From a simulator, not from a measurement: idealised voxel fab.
process module | voxel trench capacitor
cross-section cut | 155 nm wide | cells 5 nm
A cross-section is a grid of square cells, given in bands from the top down. A band is one or more rows of cells.
Each band's line starts with the height of the band's top and of its bottom, in nm. Then come its materials from left to right, each with its width in nm. One material with "throughout" fills the band from edge to edge. "air" is empty space.
Height 0 is the level under which the wafer as received is all one material. The lowest band goes on downwards, as in "0 down".
A width such as "30 to 40" changes by the same amount from each row of cells to the next, from the band's top row to its bottom row.
"no change" after a step means that no cell of the cross-section changed.
closed voids: empty space of 8 cells or more with no open way to the top, each as width x height at its distance from the left edge, in nm
after a step's settings: what the simulator itself notes on the step
overlay nm, on a step with a mask: how far to the right of its planned place the mask lay; to the left if negative
plan
1 op RECEIVE | material Si
2 op CONFORMAL_DEP | material SiN | thk nm 10
3 op DIRECTIONAL_DEP | material aC | thk nm 15
4 op PATTERN | tone open | mask id TRENCH | material resist | width nm 15 | pitch nm 40 | thk nm 35 | overlay nm 0
5 op DIRECTIONAL_ETCH | etch materials aC | depth nm 15
6 op STRIP | etch materials resist
7 op DIRECTIONAL_ETCH | etch materials SiN | depth nm 10
8 op DIRECTIONAL_ETCH | etch materials Si | depth nm 30
9 op STRIP | etch materials aC
10 op CONFORMAL_DEP | material SiO2 | thk nm 5
11 op FILL_DEP | material polySi | thk nm 10
12 op CMP | height nm 10
first wafer, as planned
as received, after step 1
  0 down: Si throughout
  closed voids: none
after step 2
  10 to 0: SiN throughout
  below 0: unchanged
after step 3
  25 to 10: aC throughout
  below 10: unchanged
after step 4
  60 to 25: resist 30 | air 15 | resist 25 | air 15 | resist 25 | air 15 | resist 30
  below 25: unchanged
after step 5
  45 to 25: resist 30 | air 15 | resist 25 | air 15 | resist 25 | air 15 | resist 30
  25 to 10: aC 30 | air 15 | aC 25 | air 15 | aC 25 | air 15 | aC 30
  below 10: unchanged
after step 6
  25 to 10: aC 30 | air 15 | aC 25 | air 15 | aC 25 | air 15 | aC 30
  below 10: unchanged
after step 7
  25 to 10: aC 30 | air 15 | aC 25 | air 15 | aC 25 | air 15 | aC 30
  10 to 0: SiN 30 | air 15 | SiN 25 | air 15 | SiN 25 | air 15 | SiN 30
  below 0: unchanged
after step 8
  25 to 10: aC 30 | air 15 | aC 25 | air 15 | aC 25 | air 15 | aC 30
  10 to 0: SiN 30 | air 15 | SiN 25 | air 15 | SiN 25 | air 15 | SiN 30
  0 to -30: Si 30 | air 15 | Si 25 | air 15 | Si 25 | air 15 | Si 30
  below -30: unchanged
after step 9
  10 to 0: SiN 30 | air 15 | SiN 25 | air 15 | SiN 25 | air 15 | SiN 30
  below 0: unchanged
after step 10
  15 to 10: SiO2 35 | air 5 | SiO2 35 | air 5 | SiO2 35 | air 5 | SiO2 35
  10 to 0: SiN 30 | SiO2 5 | air 5 | SiO2 5 | SiN 25 | SiO2 5 | air 5 | SiO2 5 | SiN 25 | SiO2 5 | air 5 | SiO2 5 | SiN 30
  0 to -25: Si 30 | SiO2 5 | air 5 | SiO2 5 | Si 25 | SiO2 5 | air 5 | SiO2 5 | Si 25 | SiO2 5 | air 5 | SiO2 5 | Si 30
  -25 to -30: Si 30 | SiO2 15 | Si 25 | SiO2 15 | Si 25 | SiO2 15 | Si 30
  below -30: unchanged
after step 11
  25 to 15: polySi throughout
  15 to 10: SiO2 35 | polySi 5 | SiO2 35 | polySi 5 | SiO2 35 | polySi 5 | SiO2 35
  10 to 0: SiN 30 | SiO2 5 | polySi 5 | SiO2 5 | SiN 25 | SiO2 5 | polySi 5 | SiO2 5 | SiN 25 | SiO2 5 | polySi 5 | SiO2 5 | SiN 30
  0 to -25: Si 30 | SiO2 5 | polySi 5 | SiO2 5 | Si 25 | SiO2 5 | polySi 5 | SiO2 5 | Si 25 | SiO2 5 | polySi 5 | SiO2 5 | Si 30
  below -25: unchanged
after step 12
  10 to 0: SiN 30 | SiO2 5 | polySi 5 | SiO2 5 | SiN 25 | SiO2 5 | polySi 5 | SiO2 5 | SiN 25 | SiO2 5 | polySi 5 | SiO2 5 | SiN 30
  below 0: unchanged
second wafer: like start, like plan, one mistake. Through step 11 it matches the first wafer
when step 12 should have ended
  15 to 10: SiO2 35 | polySi 5 | SiO2 35 | polySi 5 | SiO2 35 | polySi 5 | SiO2 35
  below 10: unchanged
what went wrong: step 12 ran as: op CMP | height nm 15
at the end the second wafer has, in cells: 28 more of SiO2 | 3 more of polySi
